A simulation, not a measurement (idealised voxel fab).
process module | voxel gate over fins
cross-section cut | 285 nm wide | cells 5 nm
A cross-section is a grid of square cells, given in bands from the top down. A band is one or more rows of cells.
Each band's line starts with the height of the band's top and of its bottom, in nm. Then come its materials from left to right, each with its width in nm. One material with "throughout" fills the band from edge to edge. "air" is empty space.
Height 0 is the level under which the wafer as received is all one material. The lowest band goes on downwards, as in "0 down".
A width such as "30 to 40" changes by the same amount from each row of cells to the next, from the band's top row to its bottom row.
"no change" after a step means that no cell of the cross-section changed.
closed voids: empty space of 8 cells or more with no open way to the top, each as width x height at its distance from the left edge, in nm
after a step's settings: what the simulator itself notes on the step
overlay nm, on a step with a mask: how far to the right of its planned place the mask lay; to the left if negative
plan
1 op RECEIVE | material Si
2 op CONFORMAL_DEP | material SiN | thk nm 10
3 op MASKED_ETCH | tone cover | mask id FINS | width nm 15 | pitch nm 35 | etch materials SiN | depth nm 10 | overlay nm 0
4 op MASKED_ETCH | tone cover | mask id FINS | width nm 15 | pitch nm 35 | etch materials Si | depth nm 30 | overlay nm 0
5 op OXIDIZE | depth nm 5
6 op FILL_DEP | material SiO2 | thk nm 15
7 op CMP | height nm 10
8 op SELECTIVE_ETCH | etch materials SiO2 | depth nm 25
9 op STRIP | etch materials SiN
10 op CONFORMAL_DEP | material HfO2 | thk nm 5
11 op CONFORMAL_DEP | material TiN | thk nm 5
12 op CONFORMAL_DEP | material TiAl | thk nm 5
13 op CONFORMAL_DEP | material TiN | thk nm 5
14 op FILL_DEP | material W | thk nm 10
15 op CMP | height nm 25
16 op CONFORMAL_DEP | material SiN | thk nm 5
as received, after step 1
  0 down: Si throughout
  closed voids: none
a wafer at the end: this start, this plan, one mistake
  30 to 25: SiN throughout
  25 to 20: TiAl throughout
  20 to 15: TiN throughout
  15 to 10: HfO2 120 | TiN 5 | HfO2 30 | TiN 5 | HfO2 125
  10 to 5: W 115 | HfO2 5 | TiN 5 | HfO2 5 | W 20 | HfO2 5 | TiN 5 | HfO2 5 | W 120
  5 to 0: W 115 | HfO2 15 | W 20 | HfO2 15 | W 120
  0 to -30: W 115 | SiO2 5 | Si 5 | SiO2 5 | W 20 | SiO2 5 | Si 5 | SiO2 5 | W 120
  -30 to -35: SiO2 120 | Si 5 | SiO2 30 | Si 5 | SiO2 125
  -35 down: Si throughout
  closed voids: none
what went wrong: step 6 ran as: op FILL_DEP | material W | thk nm 15
